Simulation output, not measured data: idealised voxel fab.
Module name: voxel tone inversion (process module)
FYI the section here is cut, 195 nm wide, cells are 5 nm squares.
For the purposes of this document, a cross-section shall be understood as a grid of square cells, specified as bands listed in top-to-bottom order, each band consisting of one or more rows of cells.
Quick guide to a band line: top height, bottom height (nm) up front; then every material left to right with its width in nm. Only one material and it's marked "edge to edge"? Then it fills the band edge to edge. And "air" just means empty space.
Heights from 0 (as-received wafer is one material below). Bottom band endless downward, as "z 0 and below".
The notation "30 to 40" denotes a width that varies across the rows of cells in the band, beginning at the first number in the top row, finishing at the second number in the bottom row, and changing by an identical amount from each row to the next.
When a step is marked "no change", none of the cells in the cross-section changed during that step.
Listed in "Trapped cavities": every empty space of 8 or more cells without an open way to the top. Form: width x height at distance, the distance being from the left edge, all in nm.
It should be noted that, on the line of a given step, the content following the step's settings is a remark produced by the simulator itself with respect to that step.
overlay nm: on a step with a mask, how far right of its planned place the mask lay; negative means left.

THE STEPS PLANNED FOR THE PROCESS ARE AS FOLLOWS
1 RECEIVE: material Si
2 CONFORMAL_DEP: material SiCN, thk nm 10
3 DIRECTIONAL_DEP: material polySi, thk nm 15
4 PATTERN: tone cover, mask id POSTS, material resist, width nm 20, pitch nm 35, thk nm 25, overlay nm 0
5 DIRECTIONAL_ETCH: etch materials polySi, depth nm 15
6 STRIP: etch materials resist
7 FILL_DEP: material SiO2, thk nm 5
8 CMP: height nm 25
9 STRIP: etch materials polySi
10 CONFORMAL_DEP: material TiN, thk nm 5
11 FILL_DEP: material Cu, thk nm 5
12 CMP: height nm 25
13 CONFORMAL_DEP: material SiCN, thk nm 5

AS RECEIVED (POST STEP 1): CROSS-SECTION
> z 0 and below | Si edge to edge
> Trapped cavities: none

HERE'S THE WAFER CUT IN CROSS-SECTION AFTER THE MODULE, STARTED AND PLANNED JUST LIKE ABOVE, EXCEPT ONE THING WAS DONE WRONG IN THE RUN
> z 30 to 25 | SiCN edge to edge
> z 25 to 15 | 25 nm SiO2; 5 nm TiN; 10 nm Cu; 5 nm TiN; 15 nm SiO2; 5 nm TiN; 10 nm Cu; 5 nm TiN; 15 nm SiO2; 5 nm TiN; 10 nm Cu; 5 nm TiN; 15 nm SiO2; 5 nm TiN; 10 nm Cu; 5 nm TiN; 45 nm SiO2
> z 15 to 10 | 25 nm SiO2; 20 nm TiN; 15 nm SiO2; 20 nm TiN; 15 nm SiO2; 20 nm TiN; 15 nm SiO2; 20 nm TiN; 45 nm SiO2
> z 10 to 0 | SiCN edge to edge
> z 0 and below | Si edge to edge
> Trapped cavities: none
Finding, execution versus plan: step 4 off recipe, ran as PATTERN: tone cover, mask id POSTS, material resist, width nm 20, pitch nm 35, thk nm 25, overlay nm -10
